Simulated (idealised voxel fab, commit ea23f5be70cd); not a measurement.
The document below concerns the process module designated voxel ribs on slabs.
It is cross-section cut that appears here, measuring 175 nm in width, its square cells being 5 nm in size.
Throughout this document, each cross-section is represented as a grid of square cells and is presented as a sequence of bands enumerated from the top downward, where a band comprises one or more rows of cells.
What a band's entry tells you: where the top is and where the bottom is, as heights in nm, and after that what lies inside, material by material from left to right, each with its width in nm. Empty space is written as the word "air", and a single material marked with the word "all across" occupies the band from edge to edge.
Height datum 0, below which the as-received substrate wafer is one material. Lowest band open at the bottom, running downward: "0 nm and below".
A two-number width, for instance "30->40", indicates that the width is equal to the first number in the top row of the band and to the second number in the bottom row, and that it changes by a constant amount per row of cells.
Basically "remains unaltered" means that step didn't change any cell in the cross-section.
"Sealed void inventory" - sealed voids, min. 8 cells, no opening to top; format: width x height at distance (distance from left edge; nm throughout).
If you see something after the settings on a step's line, that's the simulator's own remark about that step.
You can add "overlay nm" to a step's line. For a step with a mask, it describes how far the mask lay to the right of its planned position, and a negative number describes a lay to the left.

Process steps - plan
1. op RECEIVE | material Si
2. op DIRECTIONAL_DEP | material SiO2 | thk nm 30
3. op DIRECTIONAL_DEP | material SiN | thk nm 20
4. op MASKED_ETCH | tone cover | mask id RIB | width nm 25 | etch materials SiN | depth nm 5 | overlay nm 0
5. op PATTERN | tone cover | mask id SLAB | material resist | width nm 85 | thk nm 15 | overlay nm 0
6. op DIRECTIONAL_ETCH | etch materials SiN | depth nm 15
7. op STRIP | etch materials resist
8. op FILL_DEP | material SiO2 | thk nm 20
9. op CMP | height nm 50
10. op DIRECTIONAL_DEP | material W | thk nm 5
11. op DIRECTIONAL_DEP | material aC | thk nm 10
12. op PATTERN | tone cover | mask id HEATER | material resist | width nm 35 | thk nm 30 | overlay nm 0
13. op DIRECTIONAL_ETCH | etch materials aC | depth nm 10
14. op STRIP | etch materials resist
15. op DIRECTIONAL_ETCH | etch materials W | depth nm 5
16. op STRIP | etch materials aC
17. op CONFORMAL_DEP | material SiN | thk nm 5
The plan's step 9 height nm is the first wafer's value; the wafers differ in this setting and start identical.

First wafer of several, as received: cross-section after step 1
- 0 nm and below  Si all across
- Sealed void inventory: none

Here is how to read the rows: every wafer has a row, and it shows the wafer at the end of the module, giving for each material how many cells were gained (+) or lost (-) since the wafer was received, then listing its closed voids
height nm 50; +93 SiN; +294 SiO2; +7 W; Sealed void inventory: none
height nm 55; +93 SiN; +329 SiO2; +7 W; Sealed void inventory: none
height nm 60; +93 SiN; +364 SiO2; +7 W; Sealed void inventory: none
height nm 65; +93 SiN; +399 SiO2; +7 W; Sealed void inventory: none
height nm 70; +93 SiN; +434 SiO2; +7 W; Sealed void inventory: none
